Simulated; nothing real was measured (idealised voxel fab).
Process module name: voxel transistor to metal
Cross-section cut: width 170 nm, square cells of 5 nm.
The cross-sections in this document take the form of a grid made of square cells. They are written out as bands, in order from top to bottom. Each band consists of one or more rows of cells. Basically the band line says how high the top is and how high the bottom is, in nm, and then what's in it from left to right, every material with its width in nm. Empty space shows up as "empty", and if a single material carries "throughout" it runs the full band edge to edge. All heights in this document are referenced to 0, defined as the level beneath which the wafer, as received, consists entirely of one material. The lowest band is not bounded below; it extends indefinitely downward and is written in the form "0 nm and below". Width: "30 to 40" (first number = top row, second number = bottom row, same change from row to row of cells). Where a step carries "remains unaltered", the cross-section came out of it unchanged, cell for cell. The label "Enclosed empty spaces" introduces a list of the empty spaces, 8 cells or larger, that have no open way up to the top; each entry in it reads width x height at distance, where the distance is taken from the left edge and all three are stated in nm. On a step's line, text after the settings is the simulator commenting on that step. The optional step-line setting "overlay nm" applies to steps with a mask and quantifies how far to the right of its planned location the mask lay, a negative value indicating leftward placement.

### Set out below are the planned steps of the process
1. RECEIVE, material Si
2. OXIDIZE, depth nm 5
3. CONFORMAL_DEP, material SiN, thk nm 10
4. MASKED_ETCH, tone cover, mask id ACTIVE, width nm 125, etch materials SiN, depth nm 10, overlay nm 0
5. MASKED_ETCH, tone cover, mask id ACTIVE, width nm 125, etch materials SiO2, depth nm 5, overlay nm 0
6. MASKED_ETCH, tone cover, mask id ACTIVE, width nm 125, etch materials Si, depth nm 25, overlay nm 0
7. OXIDIZE, depth nm 5
8. FILL_DEP, material SiO2, thk nm 15
9. CMP, height nm 10
10. SELECTIVE_ETCH, etch materials SiO2, depth nm 5
11. STRIP, etch materials SiN
12. SELECTIVE_ETCH, etch materials SiO2, depth nm 5
13. OXIDIZE, depth nm 5
14. DIRECTIONAL_DEP, material polySi, thk nm 30
15. DIRECTIONAL_DEP, material SiCN, thk nm 10
16. MASKED_ETCH, tone cover, mask id GATE, width nm 25, etch materials SiCN, depth nm 20, overlay nm 0
17. MASKED_ETCH, tone cover, mask id GATE, width nm 25, etch materials polySi, depth nm 40, overlay nm 0
18. CONFORMAL_DEP, material SiO2, thk nm 5
19. DIRECTIONAL_ETCH, etch materials SiO2, depth nm 5
20. CONFORMAL_DEP, material SiN, thk nm 10
21. DIRECTIONAL_ETCH, etch materials SiN, depth nm 10
22. DIRECTIONAL_ETCH, etch materials SiO2, depth nm 5
23. DIRECTIONAL_ETCH, etch materials Si, depth nm 10
24. EPI, material pSi, thk nm 15
25. FILL_DEP, material SiO2, thk nm 5
26. CMP, height nm 35
27. DIRECTIONAL_DEP, material SiO2, thk nm 10
28. PATTERN, tone open, mask id CONTACT, material resist, width nm 35, pitch nm 70, thk nm 20, overlay nm 0
29. DIRECTIONAL_ETCH, etch materials SiO2, depth nm 40
30. STRIP, etch materials resist
31. CONFORMAL_DEP, material TiN, thk nm 5
32. FILL_DEP, material W, thk nm 10
33. CMP, height nm 45
34. CONFORMAL_DEP, material SiN, thk nm 5
35. DIRECTIONAL_DEP, material lowk, thk nm 25
36. DIRECTIONAL_DEP, material aC, thk nm 15
37. PATTERN, tone open, mask id METAL_1, material resist, width nm 20, pitch nm 85, thk nm 30, overlay nm 0
38. DIRECTIONAL_ETCH, etch materials aC, depth nm 15
39. STRIP, etch materials resist
40. DIRECTIONAL_ETCH, etch materials lowk, depth nm 25
41. DIRECTIONAL_ETCH, etch materials SiN, depth nm 5
42. STRIP, etch materials aC
43. CONFORMAL_DEP, material TiN, thk nm 5
44. FILL_DEP, material Ru, thk nm 5
45. CMP, height nm 75
46. CONFORMAL_DEP, material SiCN, thk nm 5
47. DIRECTIONAL_DEP, material lowk, thk nm 25
48. MASKED_ETCH, tone open, mask id METAL_2, width nm 20, pitch nm 85, etch materials lowk, depth nm 15, overlay nm 0
49. MASKED_ETCH, tone open, mask id METAL_2_HOLES, width nm 15, pitch nm 85, etch materials lowk, depth nm 10, overlay nm 0
50. MASKED_ETCH, tone open, mask id METAL_2_HOLES, width nm 15, pitch nm 85, etch materials SiCN, depth nm 5, overlay nm 0
51. CONFORMAL_DEP, material TiN, thk nm 5
52. FILL_DEP, material Cu, thk nm 10
53. CMP, height nm 105
54. CONFORMAL_DEP, material SiCN, thk nm 5

### Delivered wafer in cross-section: state after step 1
	0 nm and below  Si throughout
	Enclosed empty spaces: none

### First wafer of two, sectioned at end of module; run went per plan
	110 nm to 105 nm  SiCN throughout
	105 nm to 95 nm  lowk: 30; TiN: 5; Cu: 10; TiN: 5; lowk: 65; TiN: 5; Cu: 10; TiN: 5; lowk: 35
	95 nm to 90 nm  lowk: 30; TiN: 5; Cu: 5; TiN: 10; lowk: 65; TiN: 5; Cu: 5; TiN: 10; lowk: 35
	90 nm to 80 nm  lowk: 30; TiN: 5; Cu: 5; TiN: 5; lowk: 70; TiN: 5; Cu: 5; TiN: 5; lowk: 40
	80 nm to 75 nm  SiCN: 30; TiN: 15; SiCN: 70; TiN: 15; SiCN: 40
	75 nm to 50 nm  lowk: 30; TiN: 5; Ru: 10; TiN: 5; lowk: 65; TiN: 5; Ru: 10; TiN: 5; lowk: 35
	50 nm to 45 nm  SiN: 30; TiN: 20; SiN: 65; TiN: 20; SiN: 35
	45 nm to 35 nm  SiO2: 30; TiN: 5; W: 25 to 15; TiN: 5 to 15; SiO2: 35; TiN: 5 to 15; W: 25 to 15; TiN: 5; SiO2: 35
	35 nm to 25 nm  SiO2: 30; TiN: 5; W: 15; TiN: 5; SiN: 10; SiO2: 5; SiCN: 25; SiO2: 5; SiN: 10; TiN: 5; W: 15; TiN: 5; SiO2: 35
	25 nm to 10 nm  SiO2: 30; TiN: 5; W: 15; TiN: 5; SiN: 10; SiO2: 5; polySi: 25; SiO2: 5; SiN: 10; TiN: 5; W: 15; TiN: 5; SiO2: 35
	10 nm to 5 nm  SiO2: 30; TiN: 25; SiN: 10; SiO2: 5; polySi: 25; SiO2: 5; SiN: 10; TiN: 25; SiO2: 35
	5 nm to 0 nm  SiO2: 25; pSi: 30; SiN: 10; SiO2: 5; polySi: 25; SiO2: 5; SiN: 10; pSi: 30; SiO2: 30
	0 nm to -5 nm  SiO2: 20; SiN: 10; pSi: 25; SiN: 10; SiO2: 5; polySi: 25; SiO2: 5; SiN: 10; pSi: 25; SiN: 10; SiO2: 25
	-5 nm to -10 nm  SiO2: 30; pSi: 25; SiO2: 55; pSi: 25; SiO2: 35
	-10 nm to -20 nm  SiO2: 25; Si: 5; pSi: 25; Si: 55; pSi: 25; Si: 5; SiO2: 30
	-20 nm to -35 nm  SiO2: 25; Si: 115; SiO2: 30
	-35 nm and below  Si throughout
	Enclosed empty spaces: none

### Here is the second of the two wafers cut open at the end of the module - same start, same plan as the first one, but we made one mistake running it
	110 nm to 105 nm  SiCN throughout
	105 nm to 95 nm  lowk: 30; TiN: 5; Cu: 10; TiN: 5; lowk: 65; TiN: 5; Cu: 10; TiN: 5; lowk: 35
	95 nm to 90 nm  lowk: 30; TiN: 5; Cu: 5; TiN: 10; lowk: 65; TiN: 5; Cu: 5; TiN: 10; lowk: 35
	90 nm to 80 nm  lowk: 30; TiN: 5; Cu: 5; TiN: 5; lowk: 70; TiN: 5; Cu: 5; TiN: 5; lowk: 40
	80 nm to 75 nm  SiCN: 30; TiN: 15; SiCN: 70; TiN: 15; SiCN: 40
	75 nm to 50 nm  lowk: 30; TiN: 5; Ru: 10; TiN: 5; lowk: 65; TiN: 5; Ru: 10; TiN: 5; lowk: 35
	50 nm to 45 nm  SiN: 30; TiN: 20; SiN: 65; TiN: 20; SiN: 35
	45 nm to 35 nm  SiO2: 25; TiN: 5; W: 35 to 20; TiN: 5 to 20; SiO2: 25; TiN: 5 to 20; W: 35 to 20; TiN: 5; SiO2: 30
	35 nm to 25 nm  SiO2: 25; TiN: 5; W: 20; TiN: 5; SiN: 10; TiN: 5; SiCN: 25; TiN: 5; SiN: 10; TiN: 5; W: 20; TiN: 5; SiO2: 30
	25 nm to 10 nm  SiO2: 25; TiN: 5; W: 20; TiN: 5; SiN: 10; TiN: 5; polySi: 25; TiN: 5; SiN: 10; TiN: 5; W: 20; TiN: 5; SiO2: 30
	10 nm to 5 nm  SiO2: 25; TiN: 30; SiN: 10; TiN: 5; polySi: 25; TiN: 5; SiN: 10; TiN: 30; SiO2: 30
	5 nm to 0 nm  SiO2: 25; pSi: 30; SiN: 10; SiO2: 5; polySi: 25; SiO2: 5; SiN: 10; pSi: 30; SiO2: 30
	0 nm to -5 nm  SiO2: 20; SiN: 10; pSi: 25; SiN: 10; SiO2: 5; polySi: 25; SiO2: 5; SiN: 10; pSi: 25; SiN: 10; SiO2: 25
	-5 nm to -10 nm  SiO2: 30; pSi: 25; SiO2: 55; pSi: 25; SiO2: 35
	-10 nm to -20 nm  SiO2: 25; Si: 5; pSi: 25; Si: 55; pSi: 25; Si: 5; SiO2: 30
	-20 nm to -35 nm  SiO2: 25; Si: 115; SiO2: 30
	-35 nm and below  Si throughout
	Enclosed empty spaces: none
Finding, execution versus plan: step 28 ran differently from the plan; actual operation with settings: PATTERN, tone open, mask id CONTACT, material resist, width nm 45, pitch nm 70, thk nm 20, overlay nm 0
Bottom line after processing is that, in cells, the second wafer is up or down on some materials versus the first: SiO2 -32, TiN +16, W +16
